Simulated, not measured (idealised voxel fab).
Proc. module: voxel spacer lines
In the cross-section labelled cut, the width is 245 nm and each square cell is 5 nm.
Each cross-section below is a grid of square cells, stated as bands in top-down order, with one or more rows of cells making up each band.
First you get the band's top height and its bottom height, in nm, and then the materials it's made of, left to right, with each width in nm. If you see a single material with "everywhere", that one covers the band edge to edge. "air" is empty space.
Height datum 0, below which the as-received substrate wafer is one material. Lowest band open at the bottom, running downward: "from 0 down".
Graded width ("30..40"): value in top row of band = first number; value in bottom row = second number; row-to-row change constant.
"no modifications" after a step means that no cell of the cross-section changed.
Listed in "Fully sealed cavities": every empty space of 8 or more cells without an open way to the top. Form: width x height at distance, the distance being from the left edge, all in nm.
Formally, on a step line, whatever follows the settings is a remark that the simulator itself makes on the step.
The "overlay nm" setting may appear on a step's line; for a step that uses a mask, it gives how far to the right of its planned position the mask lay, and a negative value indicates the left.

Process steps (planned):
1) RECEIVE (material Si)
2) CONFORMAL_DEP (material Al2O3; thk nm 10)
3) DIRECTIONAL_DEP (material SiN; thk nm 20)
4) DIRECTIONAL_DEP (material aC; thk nm 20)
5) PATTERN (tone cover; mask id MANDREL; material resist; width nm 25; pitch nm 70; thk nm 30; overlay nm 0)
6) DIRECTIONAL_ETCH (etch materials aC; depth nm 20)
7) STRIP (etch materials resist)
8) CONFORMAL_DEP (material SiO2; thk nm 10)
9) DIRECTIONAL_ETCH (etch materials SiO2; depth nm 10)
10) STRIP (etch materials aC)
11) DIRECTIONAL_ETCH (etch materials SiN; depth nm 20)
12) STRIP (etch materials SiO2)

Cross-section: wafer on arrival = after step 1:
* from 0 down: Si everywhere
* Fully sealed cavities: none

The following cross-section depicts the wafer upon conclusion of the module. Processing commenced from the starting condition illustrated above and adhered to the plan illustrated above, save for one mistake in execution:
* from 35 to 15: air (65), then SiN (10), then air (25), then SiN (10), then air (25), then SiN (10), then air (25), then SiN (10), then air (65)
* from 15 to 10: SiN everywhere
* from 10 to 0: Al2O3 everywhere
* from 0 down: Si everywhere
* Fully sealed cavities: none
Heads up, the wafer didn't run the way we planned it: in deviation from the planned setting, step 3 was conducted as DIRECTIONAL_DEP (material SiN; thk nm 25)
